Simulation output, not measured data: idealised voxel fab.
process module | voxel wiring stack
cross-section cut | 145 nm wide | cells 5 nm
A cross-section is a grid of square cells, given in bands from the top down. A band is one or more rows of cells.
Each band's line starts with the height of the band's top and of its bottom, in nm. Then come its materials from left to right, each with its width in nm. One material with "throughout" fills the band from edge to edge. "air" is empty space.
Height 0 is the level under which the wafer as received is all one material. The lowest band goes on downwards, as in "0 down".
A width such as "30 to 40" changes by the same amount from each row of cells to the next, from the band's top row to its bottom row.
"no change" after a step means that no cell of the cross-section changed.
closed voids: empty space of 8 cells or more with no open way to the top, each as width x height at its distance from the left edge, in nm
after a step's settings: what the simulator itself notes on the step
overlay nm, on a step with a mask: how far to the right of its planned place the mask lay; to the left if negative
plan
1 op RECEIVE | material Si
2 op CONFORMAL_DEP | material SiO2 | thk nm 15
3 op DIRECTIONAL_DEP | material TiN | thk nm 5
4 op DIRECTIONAL_DEP | material W | thk nm 15
5 op MASKED_ETCH | tone cover | mask id METAL_1 | width nm 30 | pitch nm 60 | etch materials W | depth nm 15 | overlay nm 0
6 op MASKED_ETCH | tone cover | mask id METAL_1 | width nm 30 | pitch nm 60 | etch materials TiN | depth nm 5 | overlay nm 0
7 op FILL_DEP | material SiO2 | thk nm 5
8 op CMP | height nm 35
9 op CONFORMAL_DEP | material SiCN | thk nm 5
10 op DIRECTIONAL_DEP | material SiO2 | thk nm 10
11 op MASKED_ETCH | tone open | mask id PLUG_1 | width nm 15 | etch materials SiO2 | depth nm 10 | overlay nm 0
12 op MASKED_ETCH | tone open | mask id PLUG_1 | width nm 15 | etch materials SiCN | depth nm 5 | overlay nm 0
13 op CONFORMAL_DEP | material TiN | thk nm 5
14 op FILL_DEP | material Cu | thk nm 5
15 op CMP | height nm 50
16 op CONFORMAL_DEP | material SiN | thk nm 5
17 op DIRECTIONAL_DEP | material lowk | thk nm 15
18 op MASKED_ETCH | tone open | mask id METAL_2 | width nm 30 | pitch nm 60 | etch materials lowk | depth nm 15 | overlay nm 0
19 op MASKED_ETCH | tone open | mask id METAL_2 | width nm 30 | pitch nm 60 | etch materials SiN | depth nm 5 | overlay nm 0
20 op CONFORMAL_DEP | material TiN | thk nm 5
21 op FILL_DEP | material Cu | thk nm 10
22 op CMP | height nm 70
23 op CONFORMAL_DEP | material SiCN | thk nm 5
24 op DIRECTIONAL_DEP | material lowk | thk nm 30
25 op MASKED_ETCH | tone open | mask id METAL_3 | width nm 30 | pitch nm 60 | etch materials lowk | depth nm 15 | overlay nm 0
26 op MASKED_ETCH | tone open | mask id METAL_3_HOLES | width nm 15 | etch materials lowk | depth nm 15 | overlay nm 0
27 op MASKED_ETCH | tone open | mask id METAL_3_HOLES | width nm 15 | etch materials SiCN | depth nm 5 | overlay nm 0
28 op CONFORMAL_DEP | material TiN | thk nm 5
29 op FILL_DEP | material Cu | thk nm 10
30 op CMP | height nm 105
31 op CONFORMAL_DEP | material SiCN | thk nm 5
32 op DIRECTIONAL_DEP | material lowk | thk nm 10
33 op DIRECTIONAL_DEP | material aC | thk nm 15
34 op PATTERN | tone open | mask id PLUG_3 | material resist | width nm 15 | thk nm 30 | overlay nm 0
35 op DIRECTIONAL_ETCH | etch materials aC | depth nm 15
36 op STRIP | etch materials resist
37 op DIRECTIONAL_ETCH | etch materials lowk | depth nm 10
38 op DIRECTIONAL_ETCH | etch materials SiCN | depth nm 5
39 op STRIP | etch materials aC
40 op EPI | material Ru | thk nm 10
41 op EPI | material Ru | thk nm 5
42 op DIRECTIONAL_DEP | material TiN | thk nm 5
43 op DIRECTIONAL_DEP | material W | thk nm 15
44 op PATTERN | tone cover | mask id METAL_4 | material resist | width nm 30 | pitch nm 60 | thk nm 20 | overlay nm 0
45 op DIRECTIONAL_ETCH | etch materials W | depth nm 15
46 op DIRECTIONAL_ETCH | etch materials TiN | depth nm 5
47 op STRIP | etch materials resist
48 op FILL_DEP | material SiO2 | thk nm 5
49 op CMP | height nm 140
50 op CONFORMAL_DEP | material SiCN | thk nm 5
first wafer, as planned
as received, after step 1
  0 down: Si throughout
  closed voids: none
after step 2
  15 to 0: SiO2 throughout
  below 0: unchanged
after step 3
  20 to 15: TiN throughout
  below 15: unchanged
after step 4
  35 to 20: W throughout
  below 20: unchanged
after step 5
  35 to 20: air 25 | W 30 | air 30 | W 30 | air 30
  below 20: unchanged
after step 6
  35 to 20: air 25 | W 30 | air 30 | W 30 | air 30
  20 to 15: air 25 | TiN 30 | air 30 | TiN 30 | air 30
  below 15: unchanged
after step 7
  40 to 35: SiO2 throughout
  35 to 20: SiO2 25 | W 30 | SiO2 30 | W 30 | SiO2 30
  20 to 15: SiO2 25 | TiN 30 | SiO2 30 | TiN 30 | SiO2 30
  below 15: unchanged
after step 8
  35 to 20: SiO2 25 | W 30 | SiO2 30 | W 30 | SiO2 30
  below 20: unchanged
after step 9
  40 to 35: SiCN throughout
  below 35: unchanged
after step 10
  50 to 40: SiO2 throughout
  below 40: unchanged
after step 11
  50 to 40: SiO2 25 | air 15 | SiO2 105
  below 40: unchanged
after step 12
  50 to 40: SiO2 25 | air 15 | SiO2 105
  40 to 35: SiCN 25 | air 15 | SiCN 105
  below 35: unchanged
after step 13
  55 to 50: TiN 30 | air 5 | TiN 110
  50 to 40: SiO2 25 | TiN 5 | air 5 | TiN 5 | SiO2 105
  40 to 35: SiCN 25 | TiN 15 | SiCN 105
  below 35: unchanged
after step 14
  60 to 55: Cu throughout
  55 to 50: TiN 30 | Cu 5 | TiN 110
  50 to 40: SiO2 25 | TiN 5 | Cu 5 | TiN 5 | SiO2 105
  below 40: unchanged
after step 15
  50 to 40: SiO2 25 | TiN 5 | Cu 5 | TiN 5 | SiO2 105
  below 40: unchanged
after step 16
  55 to 50: SiN throughout
  below 50: unchanged
after step 17
  70 to 55: lowk throughout
  below 55: unchanged
after step 18
  70 to 55: lowk 25 | air 30 | lowk 30 | air 30 | lowk 30
  below 55: unchanged
after step 19
  70 to 55: lowk 25 | air 30 | lowk 30 | air 30 | lowk 30
  55 to 50: SiN 25 | air 30 | SiN 30 | air 30 | SiN 30
  below 50: unchanged
after step 20
  75 to 70: TiN 30 | air 20 | TiN 40 | air 20 | TiN 35
  70 to 55: lowk 25 | TiN 5 | air 20 | TiN 5 | lowk 30 | TiN 5 | air 20 | TiN 5 | lowk 30
  55 to 50: SiN 25 | TiN 30 | SiN 30 | TiN 30 | SiN 30
  below 50: unchanged
after step 21
  85 to 75: Cu throughout
  75 to 70: TiN 30 | Cu 20 | TiN 40 | Cu 20 | TiN 35
  70 to 55: lowk 25 | TiN 5 | Cu 20 | TiN 5 | lowk 30 | TiN 5 | Cu 20 | TiN 5 | lowk 30
  below 55: unchanged
after step 22
  70 to 55: lowk 25 | TiN 5 | Cu 20 | TiN 5 | lowk 30 | TiN 5 | Cu 20 | TiN 5 | lowk 30
  below 55: unchanged
after step 23
  75 to 70: SiCN throughout
  below 70: unchanged
after step 24
  105 to 75: lowk throughout
  below 75: unchanged
after step 25
  105 to 90: lowk 25 | air 30 | lowk 30 | air 30 | lowk 30
  below 90: unchanged
after step 26
  105 to 90: lowk 25 | air 30 | lowk 30 | air 30 | lowk 30
  90 to 75: lowk 25 | air 15 | lowk 105
  below 75: unchanged
after step 27
  105 to 90: lowk 25 | air 30 | lowk 30 | air 30 | lowk 30
  90 to 75: lowk 25 | air 15 | lowk 105
  75 to 70: SiCN 25 | air 15 | SiCN 105
  below 70: unchanged
after step 28
  110 to 105: TiN 30 | air 20 | TiN 40 | air 20 | TiN 35
  105 to 95: lowk 25 | TiN 5 | air 20 | TiN 5 | lowk 30 | TiN 5 | air 20 | TiN 5 | lowk 30
  95 to 90: lowk 25 | TiN 5 | air 5 | TiN 20 | lowk 30 | TiN 30 | lowk 30
  90 to 75: lowk 25 | TiN 5 | air 5 | TiN 5 | lowk 105
  75 to 70: SiCN 25 | TiN 15 | SiCN 105
  below 70: unchanged
after step 29
  120 to 110: Cu throughout
  110 to 105: TiN 30 | Cu 20 | TiN 40 | Cu 20 | TiN 35
  105 to 95: lowk 25 | TiN 5 | Cu 20 | TiN 5 | lowk 30 | TiN 5 | Cu 20 | TiN 5 | lowk 30
  95 to 90: lowk 25 | TiN 5 | Cu 5 | TiN 20 | lowk 30 | TiN 30 | lowk 30
  90 to 75: lowk 25 | TiN 5 | Cu 5 | TiN 5 | lowk 105
  below 75: unchanged
after step 30
  105 to 95: lowk 25 | TiN 5 | Cu 20 | TiN 5 | lowk 30 | TiN 5 | Cu 20 | TiN 5 | lowk 30
  below 95: unchanged
after step 31
  110 to 105: SiCN throughout
  below 105: unchanged
after step 32
  120 to 110: lowk throughout
  below 110: unchanged
after step 33
  135 to 120: aC throughout
  below 120: unchanged
after step 34
  165 to 135: resist 25 | air 15 | resist 105
  below 135: unchanged
after step 35
  150 to 135: resist 25 | air 15 | resist 105
  135 to 120: aC 25 | air 15 | aC 105
  below 120: unchanged
after step 36
  135 to 120: aC 25 | air 15 | aC 105
  below 120: unchanged
after step 37
  135 to 120: aC 25 | air 15 | aC 105
  120 to 110: lowk 25 | air 15 | lowk 105
  below 110: unchanged
after step 38
  135 to 120: aC 25 | air 15 | aC 105
  120 to 110: lowk 25 | air 15 | lowk 105
  110 to 105: SiCN 25 | air 15 | SiCN 105
  below 105: unchanged
after step 39
  120 to 110: lowk 25 | air 15 | lowk 105
  below 110: unchanged
after step 40
  120 to 115: lowk 25 | air 15 | lowk 105
  115 to 110: lowk 25 | Ru 15 | lowk 105
  110 to 105: SiCN 25 | Ru 15 | SiCN 105
  below 105: unchanged
after step 41
  120 to 110: lowk 25 | Ru 15 | lowk 105
  below 110: unchanged
after step 42
  125 to 120: TiN throughout
  below 120: unchanged
after step 43
  140 to 125: W throughout
  below 125: unchanged
after step 44
  160 to 140: air 25 | resist 30 | air 30 | resist 30 | air 30
  below 140: unchanged
after step 45
  160 to 140: air 25 | resist 30 | air 30 | resist 30 | air 30
  140 to 125: air 25 | W 30 | air 30 | W 30 | air 30
  below 125: unchanged
after step 46
  160 to 140: air 25 | resist 30 | air 30 | resist 30 | air 30
  140 to 125: air 25 | W 30 | air 30 | W 30 | air 30
  125 to 120: air 25 | TiN 30 | air 30 | TiN 30 | air 30
  below 120: unchanged
after step 47
  140 to 125: air 25 | W 30 | air 30 | W 30 | air 30
  below 125: unchanged
after step 48
  145 to 140: SiO2 throughout
  140 to 125: SiO2 25 | W 30 | SiO2 30 | W 30 | SiO2 30
  125 to 120: SiO2 25 | TiN 30 | SiO2 30 | TiN 30 | SiO2 30
  below 120: unchanged
after step 49
  140 to 125: SiO2 25 | W 30 | SiO2 30 | W 30 | SiO2 30
  below 125: unchanged
after step 50
  145 to 140: SiCN throughout
  below 140: unchanged
second wafer: like start, like plan, one mistake. Through step 10 it matches the first wafer
when step 11 should have ended
  50 to 40: SiO2 35 | air 15 | SiO2 95
  below 40: unchanged
when step 12 should have ended
  50 to 40: SiO2 35 | air 15 | SiO2 95
  40 to 35: SiCN 35 | air 5 | SiCN 105
  below 35: unchanged
when step 13 should have ended
  55 to 50: TiN 40 | air 5 | TiN 100
  50 to 45: SiO2 35 | TiN 5 | air 5 | TiN 5 | SiO2 95
  45 to 40: SiO2 35 | TiN 15 | SiO2 95
  40 to 35: SiCN 35 | TiN 5 | SiCN 105
  below 35: unchanged
when step 14 should have ended
  60 to 55: Cu throughout
  55 to 50: TiN 40 | Cu 5 | TiN 100
  50 to 45: SiO2 35 | TiN 5 | Cu 5 | TiN 5 | SiO2 95
  below 45: unchanged
when step 15 should have ended
  50 to 45: SiO2 35 | TiN 5 | Cu 5 | TiN 5 | SiO2 95
  below 45: unchanged
when step 16 should have ended
  55 to 50: SiN throughout
  below 50: unchanged
when step 17 should have ended
  70 to 55: lowk throughout
  below 55: unchanged
when step 18 should have ended
  70 to 55: lowk 25 | air 30 | lowk 30 | air 30 | lowk 30
  below 55: unchanged
when step 19 should have ended
  70 to 55: lowk 25 | air 30 | lowk 30 | air 30 | lowk 30
  55 to 50: SiN 25 | air 30 | SiN 30 | air 30 | SiN 30
  below 50: unchanged
when step 20 should have ended
  75 to 70: TiN 30 | air 20 | TiN 40 | air 20 | TiN 35
  70 to 55: lowk 25 | TiN 5 | air 20 | TiN 5 | lowk 30 | TiN 5 | air 20 | TiN 5 | lowk 30
  55 to 50: SiN 25 | TiN 30 | SiN 30 | TiN 30 | SiN 30
  below 50: unchanged
when step 21 should have ended
  85 to 75: Cu throughout
  75 to 70: TiN 30 | Cu 20 | TiN 40 | Cu 20 | TiN 35
  70 to 55: lowk 25 | TiN 5 | Cu 20 | TiN 5 | lowk 30 | TiN 5 | Cu 20 | TiN 5 | lowk 30
  below 55: unchanged
when step 22 should have ended
  70 to 55: lowk 25 | TiN 5 | Cu 20 | TiN 5 | lowk 30 | TiN 5 | Cu 20 | TiN 5 | lowk 30
  below 55: unchanged
when step 23 should have ended
  75 to 70: SiCN throughout
  below 70: unchanged
when step 24 should have ended
  105 to 75: lowk throughout
  below 75: unchanged
when step 25 should have ended
  105 to 90: lowk 25 | air 30 | lowk 30 | air 30 | lowk 30
  below 90: unchanged
when step 26 should have ended
  105 to 90: lowk 25 | air 30 | lowk 30 | air 30 | lowk 30
  90 to 75: lowk 25 | air 15 | lowk 105
  below 75: unchanged
when step 27 should have ended
  105 to 90: lowk 25 | air 30 | lowk 30 | air 30 | lowk 30
  90 to 75: lowk 25 | air 15 | lowk 105
  75 to 70: SiCN 25 | air 15 | SiCN 105
  below 70: unchanged
when step 28 should have ended
  110 to 105: TiN 30 | air 20 | TiN 40 | air 20 | TiN 35
  105 to 95: lowk 25 | TiN 5 | air 20 | TiN 5 | lowk 30 | TiN 5 | air 20 | TiN 5 | lowk 30
  95 to 90: lowk 25 | TiN 5 | air 5 | TiN 20 | lowk 30 | TiN 30 | lowk 30
  90 to 75: lowk 25 | TiN 5 | air 5 | TiN 5 | lowk 105
  75 to 70: SiCN 25 | TiN 15 | SiCN 105
  below 70: unchanged
when step 29 should have ended
  120 to 110: Cu throughout
  110 to 105: TiN 30 | Cu 20 | TiN 40 | Cu 20 | TiN 35
  105 to 95: lowk 25 | TiN 5 | Cu 20 | TiN 5 | lowk 30 | TiN 5 | Cu 20 | TiN 5 | lowk 30
  95 to 90: lowk 25 | TiN 5 | Cu 5 | TiN 20 | lowk 30 | TiN 30 | lowk 30
  90 to 75: lowk 25 | TiN 5 | Cu 5 | TiN 5 | lowk 105
  below 75: unchanged
when step 30 should have ended
  105 to 95: lowk 25 | TiN 5 | Cu 20 | TiN 5 | lowk 30 | TiN 5 | Cu 20 | TiN 5 | lowk 30
  below 95: unchanged
when step 31 should have ended
  110 to 105: SiCN throughout
  below 105: unchanged
when step 32 should have ended
  120 to 110: lowk throughout
  below 110: unchanged
when step 33 should have ended
  135 to 120: aC throughout
  below 120: unchanged
when step 34 should have ended
  165 to 135: resist 25 | air 15 | resist 105
  below 135: unchanged
when step 35 should have ended
  150 to 135: resist 25 | air 15 | resist 105
  135 to 120: aC 25 | air 15 | aC 105
  below 120: unchanged
when step 36 should have ended
  135 to 120: aC 25 | air 15 | aC 105
  below 120: unchanged
when step 37 should have ended
  135 to 120: aC 25 | air 15 | aC 105
  120 to 110: lowk 25 | air 15 | lowk 105
  below 110: unchanged
when step 38 should have ended
  135 to 120: aC 25 | air 15 | aC 105
  120 to 110: lowk 25 | air 15 | lowk 105
  110 to 105: SiCN 25 | air 15 | SiCN 105
  below 105: unchanged
when step 39 should have ended
  120 to 110: lowk 25 | air 15 | lowk 105
  below 110: unchanged
when step 40 should have ended
  120 to 115: lowk 25 | air 15 | lowk 105
  115 to 110: lowk 25 | Ru 15 | lowk 105
  110 to 105: SiCN 25 | Ru 15 | SiCN 105
  below 105: unchanged
when step 41 should have ended
  120 to 110: lowk 25 | Ru 15 | lowk 105
  below 110: unchanged
when step 42 should have ended
  125 to 120: TiN throughout
  below 120: unchanged
when step 43 should have ended
  140 to 125: W throughout
  below 125: unchanged
when step 44 should have ended
  160 to 140: air 25 | resist 30 | air 30 | resist 30 | air 30
  below 140: unchanged
when step 45 should have ended
  160 to 140: air 25 | resist 30 | air 30 | resist 30 | air 30
  140 to 125: air 25 | W 30 | air 30 | W 30 | air 30
  below 125: unchanged
when step 46 should have ended
  160 to 140: air 25 | resist 30 | air 30 | resist 30 | air 30
  140 to 125: air 25 | W 30 | air 30 | W 30 | air 30
  125 to 120: air 25 | TiN 30 | air 30 | TiN 30 | air 30
  below 120: unchanged
when step 47 should have ended
  140 to 125: air 25 | W 30 | air 30 | W 30 | air 30
  below 125: unchanged
when step 48 should have ended
  145 to 140: SiO2 throughout
  140 to 125: SiO2 25 | W 30 | SiO2 30 | W 30 | SiO2 30
  125 to 120: SiO2 25 | TiN 30 | SiO2 30 | TiN 30 | SiO2 30
  below 120: unchanged
when step 49 should have ended
  140 to 125: SiO2 25 | W 30 | SiO2 30 | W 30 | SiO2 30
  below 125: unchanged
when step 50 should have ended
  145 to 140: SiCN throughout
  below 140: unchanged
what went wrong: step 11 ran as: op MASKED_ETCH | tone open | mask id PLUG_1 | width nm 15 | etch materials SiO2 | depth nm 10 | overlay nm 10
at the end the second wafer has, in cells: 1 fewer of Cu | 2 more of SiCN | 1 fewer of TiN
